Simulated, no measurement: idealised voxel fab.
process module | voxel capacitor over wiring
cross-section cut | 215 nm wide | cells 5 nm
A cross-section is a grid of square cells, given in bands from the top down. A band is one or more rows of cells.
Each band's line starts with the height of the band's top and of its bottom, in nm. Then come its materials from left to right, each with its width in nm. One material with "throughout" fills the band from edge to edge. "air" is empty space.
Height 0 is the level under which the wafer as received is all one material. The lowest band goes on downwards, as in "0 down".
A width such as "30 to 40" changes by the same amount from each row of cells to the next, from the band's top row to its bottom row.
"no change" after a step means that no cell of the cross-section changed.
closed voids: empty space of 8 cells or more with no open way to the top, each as width x height at its distance from the left edge, in nm
after a step's settings: what the simulator itself notes on the step
overlay nm, on a step with a mask: how far to the right of its planned place the mask lay; to the left if negative
Each pair below shows a cross-section before one step and the cross-section after it, down to the lowest band that changed. The line under each pair gives the step between them, with its settings. The pairs can come from different runs of this module on the same starting wafer, so a pair continues from the pair above only where its "before" says so.
before
  105 to 95: Cu throughout
  95 to 90: TiN 75 | Cu 5 | TiN 135
  90 to 80: SiO2 70 | TiN 5 | Cu 5 | TiN 5 | SiO2 130
  80 to 70: SiO2 70 to 60 | TiN 15 to 70 | SiO2 130 to 85
  70 to 65: SiO2 60 | HfO2 70 | SiO2 85
  65 to 60: SiO2 55 | TiN 80 | SiO2 80
  60 to 40: SiO2 60 | TiN 5 | Ru 5 | TiN 5 | SiO2 140
  40 to 35: SiCN 60 | TiN 15 | SiCN 140
  35 to 15: Ru 45 | SiN 5 | lowk 20 | SiN 5 | Ru 65 | SiN 5 | lowk 20 | SiN 5 | Ru 45
  15 to 10: TiN 45 | SiN 30 | TiN 65 | SiN 30 | TiN 45
  10 to 0: SiO2 throughout
  0 down: Si throughout
  closed voids: none
after
  90 to 80: SiO2 70 | TiN 5 | Cu 5 | TiN 5 | SiO2 130
  below 80: unchanged
  closed voids: none
the step between: op CMP | height nm 90
before: the cross-section after the pair above
after
  95 to 90: SiCN throughout
  below 90: unchanged
  closed voids: none
the step between: op CONFORMAL_DEP | material SiCN | thk nm 5
